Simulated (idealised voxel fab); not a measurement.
This is a process module. Its name is voxel air gaps.
Square cells of 5 nm make up the cross-section cut, whose width is 180 nm.
Cross-section format: a grid of square cells, given as bands from top to bottom; each band is one or more rows of cells.
Read a band's entry like this: the first values are the height of its top and the height of its bottom in nm, and what follows is the sequence of materials from left to right, each with its width in nm. Note that "air" is empty space, and that a single material marked "full width" reaches across the band from edge to edge.
Heights are measured from 0, the level below which the as-received wafer is all one material; the lowest band has no bottom and continues downward, written as in "0 -> down".
Width: "30 to 40" (first number = top row, second number = bottom row, same change from row to row of cells).
The designation "left unchanged", where it is given for a processing step, indicates that no cell of the cross-section was altered in the course of that step.
The label "Sealed void listing" introduces a list of the empty spaces, 8 cells or larger, that have no open way up to the top; each entry in it reads width x height at distance, where the distance is taken from the left edge and all three are stated in nm.
It should be noted that, on the line of a given step, the content following the step's settings is a remark produced by the simulator itself with respect to that step.
The optional step-line setting "overlay nm" applies to steps with a mask and quantifies how far to the right of its planned location the mask lay, a negative value indicating leftward placement.
# Process steps foreseen in the plan
| 1 | RECEIVE | material Si |
| 2 | CONFORMAL_DEP | material SiO2 | thk nm 10 |
| 3 | CONFORMAL_DEP | material SiN | thk nm 5 |
| 4 | DIRECTIONAL_DEP | material SiO2 | thk nm 40 |
| 5 | MASKED_ETCH | tone open | mask id LINES | width nm 25 | pitch nm 55 | etch materials SiO2 | depth nm 40 | overlay nm 0 |
| 6 | CONFORMAL_DEP | material TiN | thk nm 5 |
| 7 | FILL_DEP | material Ru | thk nm 10 |
| 8 | CMP | height nm 55 |
| 9 | EPI | material Ru | thk nm 10 |
| 10 | SELECTIVE_ETCH | etch materials SiO2 | depth nm 50 |
| 11 | CONFORMAL_DEP | material SiCN | thk nm 5 |
# first wafer, as planned
# Cross-section of the wafer at receipt, which is the condition after step 1
	0 -> down | Si full width
	Sealed void listing: none
# Cross-section of the wafer after step 2
	10 -> 0 | SiO2 full width
	Anything lower than 0 is untouched.
# Cross-section of the wafer after step 3
	15 -> 10 | SiN full width
	Anything lower than 10 is untouched.
# Cross-section of the wafer after step 4
	55 -> 15 | SiO2 full width
	Anything lower than 15 is untouched.
# Cross-section of the wafer after step 5
	55 -> 15 | SiO2 (20) / air (25) / SiO2 (30) / air (25) / SiO2 (30) / air (25) / SiO2 (25)
	Anything lower than 15 is untouched.
# Cross-section of the wafer after step 6
	60 -> 55 | TiN (25) / air (15) / TiN (40) / air (15) / TiN (40) / air (15) / TiN (30)
	55 -> 20 | SiO2 (20) / TiN (5) / air (15) / TiN (5) / SiO2 (30) / TiN (5) / air (15) / TiN (5) / SiO2 (30) / TiN (5) / air (15) / TiN (5) / SiO2 (25)
	20 -> 15 | SiO2 (20) / TiN (25) / SiO2 (30) / TiN (25) / SiO2 (30) / TiN (25) / SiO2 (25)
	Anything lower than 15 is untouched.
# Cross-section of the wafer after step 7
	70 -> 60 | Ru full width
	60 -> 55 | TiN (25) / Ru (15) / TiN (40) / Ru (15) / TiN (40) / Ru (15) / TiN (30)
	55 -> 20 | SiO2 (20) / TiN (5) / Ru (15) / TiN (5) / SiO2 (30) / TiN (5) / Ru (15) / TiN (5) / SiO2 (30) / TiN (5) / Ru (15) / TiN (5) / SiO2 (25)
	Anything lower than 20 is untouched.
# Cross-section of the wafer after step 8
	55 -> 20 | SiO2 (20) / TiN (5) / Ru (15) / TiN (5) / SiO2 (30) / TiN (5) / Ru (15) / TiN (5) / SiO2 (30) / TiN (5) / Ru (15) / TiN (5) / SiO2 (25)
	Anything lower than 20 is untouched.
# Cross-section of the wafer after step 9
	65 -> 55 | air (10) / Ru (45) / air (10) / Ru (45) / air (10) / Ru (45) / air (15)
	Anything lower than 55 is untouched.
# Cross-section of the wafer after step 10
	65 -> 55 | air (10) / Ru (45) / air (10) / Ru (45) / air (10) / Ru (45) / air (15)
	55 -> 20 | air (20) / TiN (5) / Ru (15) / TiN (5) / air (30) / TiN (5) / Ru (15) / TiN (5) / air (30) / TiN (5) / Ru (15) / TiN (5) / air (25)
	20 -> 15 | air (20) / TiN (25) / air (30) / TiN (25) / air (30) / TiN (25) / air (25)
	Anything lower than 15 is untouched.
# Cross-section of the wafer after step 11
	70 -> 65 | air (5) / SiCN (165) / air (10)
	65 -> 55 | air (5) / SiCN (5) / Ru (45) / SiCN (10) / Ru (45) / SiCN (10) / Ru (45) / SiCN (5) / air (10)
	55 -> 50 | air (5) / SiCN (15) / TiN (5) / Ru (15) / TiN (5) / SiCN (30) / TiN (5) / Ru (15) / TiN (5) / SiCN (30) / TiN (5) / Ru (15) / TiN (5) / SiCN (15) / air (10)
	50 -> 20 | air (15) / SiCN (5) / TiN (5) / Ru (15) / TiN (5) / SiCN (5) / air (20) / SiCN (5) / TiN (5) / Ru (15) / TiN (5) / SiCN (5) / air (20) / SiCN (5) / TiN (5) / Ru (15) / TiN (5) / SiCN (5) / air (20)
	20 -> 15 | SiCN (20) / TiN (25) / SiCN (30) / TiN (25) / SiCN (30) / TiN (25) / SiCN (25)
	Anything lower than 15 is untouched.
	Sealed void listing: 20 x 30 at 50; 20 x 30 at 105
# Second Wafer (Identical Start and Plan, One Processing Error; Matches First Wafer Through Step 5)
# Second wafer, cut view, end of step 6 per plan
	60 -> 55 | SiCN (25) / air (15) / SiCN (40) / air (15) / SiCN (40) / air (15) / SiCN (30)
	55 -> 20 | SiO2 (20) / SiCN (5) / air (15) / SiCN (5) / SiO2 (30) / SiCN (5) / air (15) / SiCN (5) / SiO2 (30) / SiCN (5) / air (15) / SiCN (5) / SiO2 (25)
	20 -> 15 | SiO2 (20) / SiCN (25) / SiO2 (30) / SiCN (25) / SiO2 (30) / SiCN (25) / SiO2 (25)
	Anything lower than 15 is untouched.
# Second wafer, cut view, end of step 7 per plan
	70 -> 60 | Ru full width
	60 -> 55 | SiCN (25) / Ru (15) / SiCN (40) / Ru (15) / SiCN (40) / Ru (15) / SiCN (30)
	55 -> 20 | SiO2 (20) / SiCN (5) / Ru (15) / SiCN (5) / SiO2 (30) / SiCN (5) / Ru (15) / SiCN (5) / SiO2 (30) / SiCN (5) / Ru (15) / SiCN (5) / SiO2 (25)
	Anything lower than 20 is untouched.
# Second wafer, cut view, end of step 8 per plan
	55 -> 20 | SiO2 (20) / SiCN (5) / Ru (15) / SiCN (5) / SiO2 (30) / SiCN (5) / Ru (15) / SiCN (5) / SiO2 (30) / SiCN (5) / Ru (15) / SiCN (5) / SiO2 (25)
	Anything lower than 20 is untouched.
# Second wafer, cut view, end of step 9 per plan
	65 -> 55 | air (15) / Ru (35) / air (20) / Ru (35) / air (20) / Ru (35) / air (20)
	Anything lower than 55 is untouched.
# Second wafer, cut view, end of step 10 per plan
	65 -> 55 | air (15) / Ru (35) / air (20) / Ru (35) / air (20) / Ru (35) / air (20)
	55 -> 20 | air (20) / SiCN (5) / Ru (15) / SiCN (5) / air (30) / SiCN (5) / Ru (15) / SiCN (5) / air (30) / SiCN (5) / Ru (15) / SiCN (5) / air (25)
	20 -> 15 | air (20) / SiCN (25) / air (30) / SiCN (25) / air (30) / SiCN (25) / air (25)
	Anything lower than 15 is untouched.
# Second wafer, cut view, end of step 11 per plan
	70 -> 65 | air (10) / SiCN (45) / air (10) / SiCN (45) / air (10) / SiCN (45) / air (15)
	65 -> 55 | air (10) / SiCN (5) / Ru (35) / SiCN (5) / air (10) / SiCN (5) / Ru (35) / SiCN (5) / air (10) / SiCN (5) / Ru (35) / SiCN (5) / air (15)
	55 -> 50 | air (10) / SiCN (15) / Ru (15) / SiCN (15) / air (10) / SiCN (15) / Ru (15) / SiCN (15) / air (10) / SiCN (15) / Ru (15) / SiCN (15) / air (15)
	50 -> 20 | air (15) / SiCN (10) / Ru (15) / SiCN (10) / air (20) / SiCN (10) / Ru (15) / SiCN (10) / air (20) / SiCN (10) / Ru (15) / SiCN (10) / air (20)
	20 -> 15 | SiCN full width
	Anything lower than 15 is untouched.
So what did we get wrong on this run? off-plan run, step 6, actual operation and settings CONFORMAL_DEP | material SiCN | thk nm 5
Counted in cells at the end, the second wafer holds more or fewer of these materials than the first: Ru -12 | SiCN +45 | TiN -57
By the end, 2 closed voids are present in the first wafer and 0 in the second.
